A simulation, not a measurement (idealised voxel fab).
process module | voxel trench capacitor
cross-section cut | 140 nm wide | cells 5 nm
A cross-section is a grid of square cells, given in bands from the top down. A band is one or more rows of cells.
Each band's line starts with the height of the band's top and of its bottom, in nm. Then come its materials from left to right, each with its width in nm. One material with "throughout" fills the band from edge to edge. "air" is empty space.
Height 0 is the level under which the wafer as received is all one material. The lowest band goes on downwards, as in "0 down".
A width such as "30 to 40" changes by the same amount from each row of cells to the next, from the band's top row to its bottom row.
"no change" after a step means that no cell of the cross-section changed.
closed voids: empty space of 8 cells or more with no open way to the top, each as width x height at its distance from the left edge, in nm
after a step's settings: what the simulator itself notes on the step
overlay nm, on a step with a mask: how far to the right of its planned place the mask lay; to the left if negative
plan
1 op RECEIVE | material Si
2 op CONFORMAL_DEP | material SiN | thk nm 10
3 op PATTERN | tone open | mask id TRENCH | material resist | width nm 20 | pitch nm 40 | thk nm 15 | overlay nm 0
4 op DIRECTIONAL_ETCH | etch materials SiN | depth nm 10
5 op DIRECTIONAL_ETCH | etch materials Si | depth nm 25
6 op STRIP | etch materials resist
7 op CONFORMAL_DEP | material SiO2 | thk nm 5
8 op FILL_DEP | material polySi | thk nm 10
9 op CMP | height nm 10
first wafer, as planned
as received, after step 1
  0 down: Si throughout
  closed voids: none
after step 2
  10 to 0: SiN throughout
  below 0: unchanged
after step 3
  25 to 10: resist 40 | air 20 | resist 20 | air 20 | resist 40
  below 10: unchanged
after step 4
  25 to 10: resist 40 | air 20 | resist 20 | air 20 | resist 40
  10 to 0: SiN 40 | air 20 | SiN 20 | air 20 | SiN 40
  below 0: unchanged
after step 5
  25 to 10: resist 40 | air 20 | resist 20 | air 20 | resist 40
  10 to 0: SiN 40 | air 20 | SiN 20 | air 20 | SiN 40
  0 to -25: Si 40 | air 20 | Si 20 | air 20 | Si 40
  below -25: unchanged
after step 6
  10 to 0: SiN 40 | air 20 | SiN 20 | air 20 | SiN 40
  below 0: unchanged
after step 7
  15 to 10: SiO2 45 | air 10 | SiO2 30 | air 10 | SiO2 45
  10 to 0: SiN 40 | SiO2 5 | air 10 | SiO2 5 | SiN 20 | SiO2 5 | air 10 | SiO2 5 | SiN 40
  0 to -20: Si 40 | SiO2 5 | air 10 | SiO2 5 | Si 20 | SiO2 5 | air 10 | SiO2 5 | Si 40
  -20 to -25: Si 40 | SiO2 20 | Si 20 | SiO2 20 | Si 40
  below -25: unchanged
after step 8
  25 to 15: polySi throughout
  15 to 10: SiO2 45 | polySi 10 | SiO2 30 | polySi 10 | SiO2 45
  10 to 0: SiN 40 | SiO2 5 | polySi 10 | SiO2 5 | SiN 20 | SiO2 5 | polySi 10 | SiO2 5 | SiN 40
  0 to -20: Si 40 | SiO2 5 | polySi 10 | SiO2 5 | Si 20 | SiO2 5 | polySi 10 | SiO2 5 | Si 40
  below -20: unchanged
after step 9
  10 to 0: SiN 40 | SiO2 5 | polySi 10 | SiO2 5 | SiN 20 | SiO2 5 | polySi 10 | SiO2 5 | SiN 40
  below 0: unchanged
second wafer: like start, like plan, one mistake. Through step 2 it matches the first wafer
when step 3 should have ended
  25 to 10: resist 40 | air 25 | resist 15 | air 25 | resist 35
  below 10: unchanged
when step 4 should have ended
  25 to 10: resist 40 | air 25 | resist 15 | air 25 | resist 35
  10 to 0: SiN 40 | air 25 | SiN 15 | air 25 | SiN 35
  below 0: unchanged
when step 5 should have ended
  25 to 10: resist 40 | air 25 | resist 15 | air 25 | resist 35
  10 to 0: SiN 40 | air 25 | SiN 15 | air 25 | SiN 35
  0 to -25: Si 40 | air 25 | Si 15 | air 25 | Si 35
  below -25: unchanged
when step 6 should have ended
  10 to 0: SiN 40 | air 25 | SiN 15 | air 25 | SiN 35
  below 0: unchanged
when step 7 should have ended
  15 to 10: SiO2 45 | air 15 | SiO2 25 | air 15 | SiO2 40
  10 to 0: SiN 40 | SiO2 5 | air 15 | SiO2 5 | SiN 15 | SiO2 5 | air 15 | SiO2 5 | SiN 35
  0 to -20: Si 40 | SiO2 5 | air 15 | SiO2 5 | Si 15 | SiO2 5 | air 15 | SiO2 5 | Si 35
  -20 to -25: Si 40 | SiO2 25 | Si 15 | SiO2 25 | Si 35
  below -25: unchanged
when step 8 should have ended
  25 to 15: polySi throughout
  15 to 10: SiO2 45 | polySi 15 | SiO2 25 | polySi 15 | SiO2 40
  10 to 0: SiN 40 | SiO2 5 | polySi 15 | SiO2 5 | SiN 15 | SiO2 5 | polySi 15 | SiO2 5 | SiN 35
  0 to -20: Si 40 | SiO2 5 | polySi 15 | SiO2 5 | Si 15 | SiO2 5 | polySi 15 | SiO2 5 | Si 35
  below -20: unchanged
when step 9 should have ended
  10 to 0: SiN 40 | SiO2 5 | polySi 15 | SiO2 5 | SiN 15 | SiO2 5 | polySi 15 | SiO2 5 | SiN 35
  below 0: unchanged
what went wrong: step 3 ran as: op PATTERN | tone open | mask id TRENCH | material resist | width nm 25 | pitch nm 40 | thk nm 15 | overlay nm 0
at the end the second wafer has, in cells: 10 fewer of Si | 4 fewer of SiN | 2 more of SiO2 | 12 more of polySi
